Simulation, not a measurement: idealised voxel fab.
The process module presented herein is designated voxel quadruple lines.
Cross-sectional view cut (width: 285 nm; square cell size: 5 nm).
Heads up, the way a cross-section reads in here is a grid of square cells, handed over as bands from the top down, with every band being one or more rows of cells. The entry gives the band's vertical extent as a top height and a bottom height in nm, then its horizontal make-up as materials from left to right, each with a width in nm. "blank" stands for empty space; a single material marked "full width" fills the band edge to edge. Beneath 0, the wafer as received is one material, and that level is where height counting begins. The lowest band goes on downward without a bottom; it is written like "0 nm and below". A width given as "30..40" starts at the first number in the band's top row and ends at the second number in its bottom row, shifting by an equal amount at every step from row to row. "no change" after a step means that no cell of the cross-section changed. Basically, "Encapsulated voids" tells you about the enclosed voids: empty spaces with no open way to the top, 8 cells or bigger, each written width x height at distance, where distance is from the left edge, all in nm. Whatever follows a step's settings on its line is a remark the simulator itself makes about that step. If you see "overlay nm" on a step's line and that step has a mask, it's telling you how far right of where it was planned the mask ended up; a negative number means it went left instead.

**Planned step list for the process**
1) RECEIVE | material Si
2) CONFORMAL_DEP | material Al2O3 | thk nm 5
3) DIRECTIONAL_DEP | material W | thk nm 15
4) DIRECTIONAL_DEP | material polySi | thk nm 20
5) DIRECTIONAL_DEP | material aC | thk nm 25
6) PATTERN | tone cover | mask id MANDREL | material resist | width nm 30 | thk nm 30 | overlay nm 0
7) DIRECTIONAL_ETCH | etch materials aC | depth nm 25
8) STRIP | etch materials resist
9) CONFORMAL_DEP | material SiO2 | thk nm 10
10) DIRECTIONAL_ETCH | etch materials SiO2 | depth nm 10
11) STRIP | etch materials aC
12) DIRECTIONAL_ETCH | etch materials polySi | depth nm 20
13) STRIP | etch materials SiO2
14) CONFORMAL_DEP | material SiN | thk nm 10
15) DIRECTIONAL_ETCH | etch materials SiN | depth nm 10
16) STRIP | etch materials polySi
17) DIRECTIONAL_ETCH | etch materials W | depth nm 15
18) STRIP | etch materials SiN
19) FILL_DEP | material lowk | thk nm 5
20) CMP | height nm 20

**Cross-section of the incoming wafer, state after step 1**
0 nm and below: Si full width
Encapsulated voids: none

**Same starting wafer, same plan as above, one mistake in the execution; this is the cross-section at the end of the module**
20 nm to 5 nm: lowk (115)  W (10)  lowk (10)  W (10)  lowk (10)  W (10)  lowk (120)
5 nm to 0 nm: Al2O3 full width
0 nm and below: Si full width
Encapsulated voids: none
Processing error: in deviation from the planned setting, step 6 was conducted as PATTERN | tone open | mask id MANDREL | material resist | width nm 30 | thk nm 30 | overlay nm 0
